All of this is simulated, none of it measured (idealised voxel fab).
Module name: voxel wiring stack (process module)
Displayed cross-section: cut, width of 215 nm, square cells sized 5 nm.
Format of a cross-section: grid, square cells. Given as bands. Order: top down. Band: one or more rows of cells.
In this notation a band is specified by the heights of its top and bottom, in that order and in nm, after which its materials appear from left to right, each paired with its width in nm. The word "edge to edge" attached to a single material means that material fills the band from edge to edge; the word "air" stands for empty space.
Beneath 0, the wafer as received is one material, and that level is where height counting begins. The lowest band goes on downward without a bottom; it is written like "from 0 down".
Width "30 to 40": first value at the band's top row of cells, second value at its bottom row, equal change from row to row.
When a step is marked "remains unaltered", none of the cells in the cross-section changed during that step.
So "Voids, enclosed" is basically the list of trapped voids: any empty space of 8 cells or more that can't reach the top through an opening. They're written width x height at distance, the distance being from the left edge, and it's all nm.
Heads up: the bit after the settings on a step's line is the simulator's remark on that step.
The "overlay nm" setting may appear on a step's line; for a step that uses a mask, it gives how far to the right of its planned position the mask lay, and a negative value indicates the left.
[Intended process steps]
1. RECEIVE, material Si
2. CONFORMAL_DEP, material SiO2, thk nm 15
3. CONFORMAL_DEP, material SiN, thk nm 5
4. DIRECTIONAL_DEP, material lowk, thk nm 15
5. MASKED_ETCH, tone open, mask id METAL_1, width nm 25, pitch nm 45, etch materials lowk, depth nm 15, overlay nm 0
6. MASKED_ETCH, tone open, mask id METAL_1, width nm 25, pitch nm 45, etch materials SiN, depth nm 5, overlay nm 0
7. CONFORMAL_DEP, material TiN, thk nm 5
8. FILL_DEP, material Cu, thk nm 5
9. CMP, height nm 35
10. CONFORMAL_DEP, material SiCN, thk nm 5
11. DIRECTIONAL_DEP, material SiO2, thk nm 25
12. DIRECTIONAL_DEP, material aC, thk nm 10
13. PATTERN, tone open, mask id METAL_2_HOLES, material resist, width nm 15, pitch nm 45, thk nm 25, overlay nm 0
14. DIRECTIONAL_ETCH, etch materials aC, depth nm 10
15. STRIP, etch materials resist
16. DIRECTIONAL_ETCH, etch materials SiO2, depth nm 25
17. STRIP, etch materials aC
18. MASKED_ETCH, tone open, mask id METAL_2, width nm 25, pitch nm 45, etch materials SiO2, depth nm 15, overlay nm 0
19. MASKED_ETCH, tone open, mask id METAL_2, width nm 25, pitch nm 45, etch materials SiCN, depth nm 5, overlay nm 0
20. CONFORMAL_DEP, material TiN, thk nm 5
21. FILL_DEP, material Ru, thk nm 10
22. CMP, height nm 65
23. CONFORMAL_DEP, material SiCN, thk nm 5
24. DIRECTIONAL_DEP, material SiO2, thk nm 15
25. MASKED_ETCH, tone open, mask id PLUG_2, width nm 15, etch materials SiO2, depth nm 15, overlay nm 0
26. MASKED_ETCH, tone open, mask id PLUG_2, width nm 15, etch materials SiCN, depth nm 5, overlay nm 0
27. EPI, material Ru, thk nm 10
28. EPI, material Ru, thk nm 10
29. DIRECTIONAL_DEP, material TiN, thk nm 5
30. DIRECTIONAL_DEP, material Ru, thk nm 20
31. DIRECTIONAL_DEP, material aC, thk nm 10
32. PATTERN, tone cover, mask id METAL_3, material resist, width nm 25, pitch nm 45, thk nm 25, overlay nm 0
33. DIRECTIONAL_ETCH, etch materials aC, depth nm 10
34. STRIP, etch materials resist
35. DIRECTIONAL_ETCH, etch materials Ru, depth nm 20
36. DIRECTIONAL_ETCH, etch materials TiN, depth nm 5
37. STRIP, etch materials aC
38. FILL_DEP, material SiO2, thk nm 5
39. CMP, height nm 110
40. CONFORMAL_DEP, material SiCN, thk nm 5
41. DIRECTIONAL_DEP, material lowk, thk nm 25
42. MASKED_ETCH, tone open, mask id METAL_4, width nm 25, pitch nm 45, etch materials lowk, depth nm 15, overlay nm 0
43. DIRECTIONAL_DEP, material aC, thk nm 15
44. PATTERN, tone open, mask id METAL_4_HOLES, material resist, width nm 15, thk nm 35, overlay nm 0
45. DIRECTIONAL_ETCH, etch materials aC, depth nm 15
46. STRIP, etch materials resist
47. DIRECTIONAL_ETCH, etch materials lowk, depth nm 10
48. DIRECTIONAL_ETCH, etch materials SiCN, depth nm 5
49. STRIP, etch materials aC
50. CONFORMAL_DEP, material TiN, thk nm 5
51. FILL_DEP, material Cu, thk nm 10
52. CMP, height nm 140
53. CONFORMAL_DEP, material SiCN, thk nm 5
[as received, after step 1]
- from 0 down = Si edge to edge
- Voids, enclosed: none
[The module was run from the start shown above using the plan shown above, but one mistake was made doing it; the resulting wafer cross-section is below]
- from 145 to 140 = SiCN edge to edge
- from 140 to 130 = 70 nm lowk, 5 nm TiN, 15 nm Cu, 5 nm TiN, 20 nm lowk, 5 nm TiN, 15 nm Cu, 5 nm TiN, 75 nm lowk
- from 130 to 125 = 70 nm lowk, 5 nm TiN, 5 nm Cu, 15 nm TiN, 20 nm lowk, 25 nm TiN, 75 nm lowk
- from 125 to 115 = 70 nm lowk, 5 nm TiN, 5 nm Cu, 5 nm TiN, 130 nm lowk
- from 115 to 110 = 70 nm SiCN, 15 nm TiN, 130 nm SiCN
- from 110 to 90 = 75 nm SiO2, 15 nm Ru, 30 nm SiO2, 15 nm Ru, 80 nm SiO2
- from 90 to 85 = 75 nm SiO2, 15 nm TiN, 30 nm SiO2, 15 nm TiN, 80 nm SiO2
- from 85 to 70 = 70 nm SiO2, 15 nm Ru, 130 nm SiO2
- from 70 to 65 = 70 nm SiCN, 15 nm Ru, 130 nm SiCN
- from 65 to 55 = 70 nm SiO2, 5 nm TiN, 15 nm Ru, 5 nm TiN, 20 nm SiO2, 5 nm TiN, 15 nm Ru, 5 nm TiN, 75 nm SiO2
- from 55 to 50 = 70 nm SiO2, 5 nm TiN, 5 nm Ru, 15 nm TiN, 20 nm SiO2, 5 nm TiN, 5 nm Ru, 15 nm TiN, 75 nm SiO2
- from 50 to 40 = 70 nm SiO2, 5 nm TiN, 5 nm Ru, 5 nm TiN, 30 nm SiO2, 5 nm TiN, 5 nm Ru, 5 nm TiN, 85 nm SiO2
- from 40 to 35 = 70 nm SiCN, 15 nm TiN, 30 nm SiCN, 15 nm TiN, 85 nm SiCN
- from 35 to 20 = 70 nm lowk, 5 nm TiN, 15 nm Cu, 5 nm TiN, 20 nm lowk, 5 nm TiN, 15 nm Cu, 5 nm TiN, 75 nm lowk
- from 20 to 15 = 70 nm SiN, 25 nm TiN, 20 nm SiN, 25 nm TiN, 75 nm SiN
- from 15 to 0 = SiO2 edge to edge
- from 0 down = Si edge to edge
- Voids, enclosed: none
Nonconformance to the process plan: step 32: run off-plan, actual operation and settings PATTERN, tone cover, mask id METAL_3, material resist, width nm 15, pitch nm 45, thk nm 25, overlay nm 0
